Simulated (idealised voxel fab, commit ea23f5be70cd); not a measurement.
Documented hereafter: the process module known as voxel tone inversion.
Pictured: cross-section cut, 145 nm wide, on a grid of 5 nm square cells.
Notation: cross-section as square-cell grid; stated in bands, top first, going down; one or more cell rows per band. Band: top height; bottom height; in nm. Then, left to right: material with width in nm, for each material. "all across": a single material spanning edge to edge. "blank": empty space. We count height from 0. Below that, the starting wafer is all one material. The lowest band never ends at the bottom but goes on down; see "from 0 down" for how that is written. The width entry "30->40" should be interpreted row by row: the top row of cells in the band takes the first number, the bottom row takes the second number, and the change between adjacent rows is uniform throughout. Key: "no change" - step with no changed cell in the cross-section. "Tabulated closed voids" - sealed voids, min. 8 cells, no opening to top; format: width x height at distance (distance from left edge; nm throughout). Whatever follows a step's settings on its line is a remark the simulator itself makes about that step. overlay nm: right-of-plan distance of the mask on a masked step; negative values mean left-of-plan.

**Set out below are the planned steps of the process**
1: RECEIVE, material Si
2: CONFORMAL_DEP, material SiN, thk nm 5
3: DIRECTIONAL_DEP, material aC, thk nm 25
4: PATTERN, tone cover, mask id POSTS, material resist, width nm 15, pitch nm 35, thk nm 30, overlay nm 0
5: DIRECTIONAL_ETCH, etch materials aC, depth nm 25
6: STRIP, etch materials resist
7: FILL_DEP, material lowk, thk nm 5
8: CMP, height nm 30
9: STRIP, etch materials aC
10: CONFORMAL_DEP, material TiN, thk nm 5
11: FILL_DEP, material W, thk nm 5
12: CMP, height nm 30
13: CONFORMAL_DEP, material SiN, thk nm 5

**Below: the first of two wafers, run as planned**

**Shown in cross-section is the wafer as received, that is, as it stands after step 1**
    from 0 down: Si all across
    Tabulated closed voids: none

**Cross-section of the wafer after step 2**
    from 5 to 0: SiN all across
    below 0: unchanged

**Cross-section of the wafer after step 3**
    from 30 to 5: aC all across
    below 5: unchanged

**Cross-section of the wafer after step 4**
    from 60 to 30: blank 30 nm; resist 15 nm; blank 20 nm; resist 15 nm; blank 20 nm; resist 15 nm; blank 30 nm
    below 30: unchanged

**Cross-section of the wafer after step 5**
    from 35 to 30: blank 30 nm; resist 15 nm; blank 20 nm; resist 15 nm; blank 20 nm; resist 15 nm; blank 30 nm
    from 30 to 5: blank 30 nm; aC 15 nm; blank 20 nm; aC 15 nm; blank 20 nm; aC 15 nm; blank 30 nm
    below 5: unchanged

**Cross-section of the wafer after step 6**
    from 30 to 5: blank 30 nm; aC 15 nm; blank 20 nm; aC 15 nm; blank 20 nm; aC 15 nm; blank 30 nm
    below 5: unchanged

**Cross-section of the wafer after step 7**
    from 35 to 30: lowk all across
    from 30 to 5: lowk 30 nm; aC 15 nm; lowk 20 nm; aC 15 nm; lowk 20 nm; aC 15 nm; lowk 30 nm
    below 5: unchanged

**Cross-section of the wafer after step 8**
    from 30 to 5: lowk 30 nm; aC 15 nm; lowk 20 nm; aC 15 nm; lowk 20 nm; aC 15 nm; lowk 30 nm
    below 5: unchanged

**Cross-section of the wafer after step 9**
    from 30 to 5: lowk 30 nm; blank 15 nm; lowk 20 nm; blank 15 nm; lowk 20 nm; blank 15 nm; lowk 30 nm
    below 5: unchanged

**Cross-section of the wafer after step 10**
    from 35 to 30: TiN 35 nm; blank 5 nm; TiN 30 nm; blank 5 nm; TiN 30 nm; blank 5 nm; TiN 35 nm
    from 30 to 10: lowk 30 nm; TiN 5 nm; blank 5 nm; TiN 5 nm; lowk 20 nm; TiN 5 nm; blank 5 nm; TiN 5 nm; lowk 20 nm; TiN 5 nm; blank 5 nm; TiN 5 nm; lowk 30 nm
    from 10 to 5: lowk 30 nm; TiN 15 nm; lowk 20 nm; TiN 15 nm; lowk 20 nm; TiN 15 nm; lowk 30 nm
    below 5: unchanged

**Cross-section of the wafer after step 11**
    from 40 to 35: W all across
    from 35 to 30: TiN 35 nm; W 5 nm; TiN 30 nm; W 5 nm; TiN 30 nm; W 5 nm; TiN 35 nm
    from 30 to 10: lowk 30 nm; TiN 5 nm; W 5 nm; TiN 5 nm; lowk 20 nm; TiN 5 nm; W 5 nm; TiN 5 nm; lowk 20 nm; TiN 5 nm; W 5 nm; TiN 5 nm; lowk 30 nm
    below 10: unchanged

**Cross-section of the wafer after step 12**
    from 30 to 10: lowk 30 nm; TiN 5 nm; W 5 nm; TiN 5 nm; lowk 20 nm; TiN 5 nm; W 5 nm; TiN 5 nm; lowk 20 nm; TiN 5 nm; W 5 nm; TiN 5 nm; lowk 30 nm
    below 10: unchanged

**Cross-section of the wafer after step 13**
    from 35 to 30: SiN all across
    below 30: unchanged

**Second wafer: same start and same plan as the first, one execution error; identical to the first through step 11**

**The second wafer cut through, at the time step 12 was supposed to be finished**
    from 35 to 30: TiN 35 nm; W 5 nm; TiN 30 nm; W 5 nm; TiN 30 nm; W 5 nm; TiN 35 nm
    below 30: unchanged

**The second wafer cut through, at the time step 13 was supposed to be finished**
    from 40 to 35: SiN all across
    below 35: unchanged
Against the plan, the run slipped here: contrary to plan, step 12 was performed as CMP, height nm 35
The closing comparison, in cells, has the second wafer with more or fewer of some materials than the first: 26 more of TiN, 3 more of W
